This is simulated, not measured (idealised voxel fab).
Process module under the name voxel self aligned contacts
Cross-sectional view cut (width: 170 nm; square cell size: 5 nm).
Cross-section format: a grid of square cells, given as bands from top to bottom; each band is one or more rows of cells. Heads up on the band format: heights come first, top then bottom, in nm. After that it's the materials left to right, each with its width in nm. A single material flagged "throughout" fills the whole band edge to edge, and "blank" means there's empty space there. Measure heights from 0. That's the level where, below it, the as-received wafer is all one material. The lowest band is bottomless and extends downward; write it as in "0..down". Read "30->40" as a graded width: first number on top, second number at the bottom, same change between each pair of neighbouring rows. What does "nothing different" mean for a step? It means no cell of the cross-section changed in that step. "Closed void list" contains a list of empty spaces, each no smaller than 8 cells and without an open way to the top, written in the form width x height at distance with the distance from the left edge and all three in nm. Read whatever lies past the settings on a step's line as the simulator's own remark about the step. overlay nm: mask right of planned place by this much (step with mask). Neg. = left.

-- Process steps (planned)
1. RECEIVE: material Si
2. OXIDIZE: depth nm 5
3. DIRECTIONAL_DEP: material polySi, thk nm 30
4. DIRECTIONAL_DEP: material SiN, thk nm 20
5. PATTERN: tone cover, mask id GATE, material resist, width nm 25, pitch nm 50, thk nm 20, overlay nm 0
6. DIRECTIONAL_ETCH: etch materials SiN, depth nm 20
7. DIRECTIONAL_ETCH: etch materials polySi, depth nm 30
8. STRIP: etch materials resist
9. CONFORMAL_DEP: material SiN, thk nm 5
10. DIRECTIONAL_ETCH: etch materials SiN, depth nm 5
11. FILL_DEP: material SiO2, thk nm 15
12. CMP: height nm 55
13. MASKED_ETCH: tone open, mask id CONTACT, width nm 35, etch materials SiO2, depth nm 60, overlay nm 0
14. CONFORMAL_DEP: material TiN, thk nm 5
15. FILL_DEP: material W, thk nm 10
16. CMP: height nm 55
17. CONFORMAL_DEP: material SiCN, thk nm 5

-- The first of the two wafers, which ran as planned

-- As received (post step 1): cross-section
    0..down: Si throughout
    Closed void list: none

-- Step 2 done - wafer cross-section
    0..-5: SiO2 throughout
    Unchanged below -5.

-- Step 3 done - wafer cross-section
    30..0: polySi throughout
    Unchanged below 0.

-- Step 4 done - wafer cross-section
    50..30: SiN throughout
    Unchanged below 30.

-- Step 5 done - wafer cross-section
    70..50: 45 of blank  25 of resist  25 of blank  25 of resist  50 of blank
    Unchanged below 50.

-- Step 6 done - wafer cross-section
    70..50: 45 of blank  25 of resist  25 of blank  25 of resist  50 of blank
    50..30: 45 of blank  25 of SiN  25 of blank  25 of SiN  50 of blank
    Unchanged below 30.

-- Step 7 done - wafer cross-section
    70..50: 45 of blank  25 of resist  25 of blank  25 of resist  50 of blank
    50..30: 45 of blank  25 of SiN  25 of blank  25 of SiN  50 of blank
    30..0: 45 of blank  25 of polySi  25 of blank  25 of polySi  50 of blank
    Unchanged below 0.

-- Step 8 done - wafer cross-section
    50..30: 45 of blank  25 of SiN  25 of blank  25 of SiN  50 of blank
    Unchanged below 30.

-- Step 9 done - wafer cross-section
    55..30: 40 of blank  35 of SiN  15 of blank  35 of SiN  45 of blank
    30..5: 40 of blank  5 of SiN  25 of polySi  5 of SiN  15 of blank  5 of SiN  25 of polySi  5 of SiN  45 of blank
    5..0: 45 of SiN  25 of polySi  25 of SiN  25 of polySi  50 of SiN
    Unchanged below 0.

-- Step 10 done - wafer cross-section
    50..30: 40 of blank  35 of SiN  15 of blank  35 of SiN  45 of blank
    30..0: 40 of blank  5 of SiN  25 of polySi  5 of SiN  15 of blank  5 of SiN  25 of polySi  5 of SiN  45 of blank
    Unchanged below 0.

-- Step 11 done - wafer cross-section
    65..50: SiO2 throughout
    50..30: 40 of SiO2  35 of SiN  15 of SiO2  35 of SiN  45 of SiO2
    30..0: 40 of SiO2  5 of SiN  25 of polySi  5 of SiN  15 of SiO2  5 of SiN  25 of polySi  5 of SiN  45 of SiO2
    Unchanged below 0.

-- Step 12 done - wafer cross-section
    55..50: SiO2 throughout
    Unchanged below 50.

-- Step 13 done - wafer cross-section
    55..50: 65 of SiO2  35 of blank  70 of SiO2
    50..30: 40 of SiO2  35 of SiN  15 of blank  35 of SiN  45 of SiO2
    30..0: 40 of SiO2  5 of SiN  25 of polySi  5 of SiN  15 of blank  5 of SiN  25 of polySi  5 of SiN  45 of SiO2
    0..-5: 75 of SiO2  15 of blank  80 of SiO2
    Unchanged below -5.

-- Step 14 done - wafer cross-section
    60..55: 70 of TiN  25 of blank  75 of TiN
    55..50: 65 of SiO2  15 of TiN  5 of blank  15 of TiN  70 of SiO2
    50..30: 40 of SiO2  35 of SiN  5 of TiN  5 of blank  5 of TiN  35 of SiN  45 of SiO2
    30..0: 40 of SiO2  5 of SiN  25 of polySi  5 of SiN  5 of TiN  5 of blank  5 of TiN  5 of SiN  25 of polySi  5 of SiN  45 of SiO2
    0..-5: 75 of SiO2  15 of TiN  80 of SiO2
    Unchanged below -5.

-- Step 15 done - wafer cross-section
    70..60: W throughout
    60..55: 70 of TiN  25 of W  75 of TiN
    55..50: 65 of SiO2  15 of TiN  5 of W  15 of TiN  70 of SiO2
    50..30: 40 of SiO2  35 of SiN  5 of TiN  5 of W  5 of TiN  35 of SiN  45 of SiO2
    30..0: 40 of SiO2  5 of SiN  25 of polySi  5 of SiN  5 of TiN  5 of W  5 of TiN  5 of SiN  25 of polySi  5 of SiN  45 of SiO2
    Unchanged below 0.

-- Step 16 done - wafer cross-section
    55..50: 65 of SiO2  15 of TiN  5 of W  15 of TiN  70 of SiO2
    Unchanged below 50.

-- Step 17 done - wafer cross-section
    60..55: SiCN throughout
    Unchanged below 55.

-- Companion wafer, the second of two: same beginning, same intended sequence, one mistake in carrying it out; through step 4 inclusive it tracks the first exactly

-- Second wafer at the planned finish of step 5, seen in cross-section
    70..50: 45 of resist  25 of blank  25 of resist  25 of blank  50 of resist
    Unchanged below 50.

-- Second wafer at the planned finish of step 6, seen in cross-section
    70..50: 45 of resist  25 of blank  25 of resist  25 of blank  50 of resist
    50..30: 45 of SiN  25 of blank  25 of SiN  25 of blank  50 of SiN
    Unchanged below 30.

-- Second wafer at the planned finish of step 7, seen in cross-section
    70..50: 45 of resist  25 of blank  25 of resist  25 of blank  50 of resist
    50..30: 45 of SiN  25 of blank  25 of SiN  25 of blank  50 of SiN
    30..0: 45 of polySi  25 of blank  25 of polySi  25 of blank  50 of polySi
    Unchanged below 0.

-- Second wafer at the planned finish of step 8, seen in cross-section
    50..30: 45 of SiN  25 of blank  25 of SiN  25 of blank  50 of SiN
    Unchanged below 30.

-- Second wafer at the planned finish of step 9, seen in cross-section
    55..30: 50 of SiN  15 of blank  35 of SiN  15 of blank  55 of SiN
    30..5: 45 of polySi  5 of SiN  15 of blank  5 of SiN  25 of polySi  5 of SiN  15 of blank  5 of SiN  50 of polySi
    5..0: 45 of polySi  25 of SiN  25 of polySi  25 of SiN  50 of polySi
    Unchanged below 0.

-- Second wafer at the planned finish of step 10, seen in cross-section
    50..30: 50 of SiN  15 of blank  35 of SiN  15 of blank  55 of SiN
    30..0: 45 of polySi  5 of SiN  15 of blank  5 of SiN  25 of polySi  5 of SiN  15 of blank  5 of SiN  50 of polySi
    Unchanged below 0.

-- Second wafer at the planned finish of step 11, seen in cross-section
    65..50: SiO2 throughout
    50..30: 50 of SiN  15 of SiO2  35 of SiN  15 of SiO2  55 of SiN
    30..0: 45 of polySi  5 of SiN  15 of SiO2  5 of SiN  25 of polySi  5 of SiN  15 of SiO2  5 of SiN  50 of polySi
    Unchanged below 0.

-- Second wafer at the planned finish of step 12, seen in cross-section
    55..50: SiO2 throughout
    Unchanged below 50.

-- Second wafer at the planned finish of step 13, seen in cross-section
    55..50: 65 of SiO2  35 of blank  70 of SiO2
    Unchanged below 50.

-- Second wafer at the planned finish of step 14, seen in cross-section
    60..55: 70 of TiN  25 of blank  75 of TiN
    55..50: 65 of SiO2  35 of TiN  70 of SiO2
    Unchanged below 50.

-- Second wafer at the planned finish of step 15, seen in cross-section
    70..60: W throughout
    60..55: 70 of TiN  25 of W  75 of TiN
    Unchanged below 55.

-- Second wafer at the planned finish of step 16, seen in cross-section
    55..50: 65 of SiO2  35 of TiN  70 of SiO2
    Unchanged below 50.

-- Second wafer at the planned finish of step 17, seen in cross-section
    60..55: SiCN throughout
    Unchanged below 55.
Run error: not per plan at step 5, really ran PATTERN: tone open, mask id GATE, material resist, width nm 25, pitch nm 50, thk nm 20, overlay nm 0
Cell-count delta at end, second wafer over first, by material: SiN: 56 more, SiO2: 107 fewer, TiN: 22 fewer, W: 11 fewer, polySi: 84 more
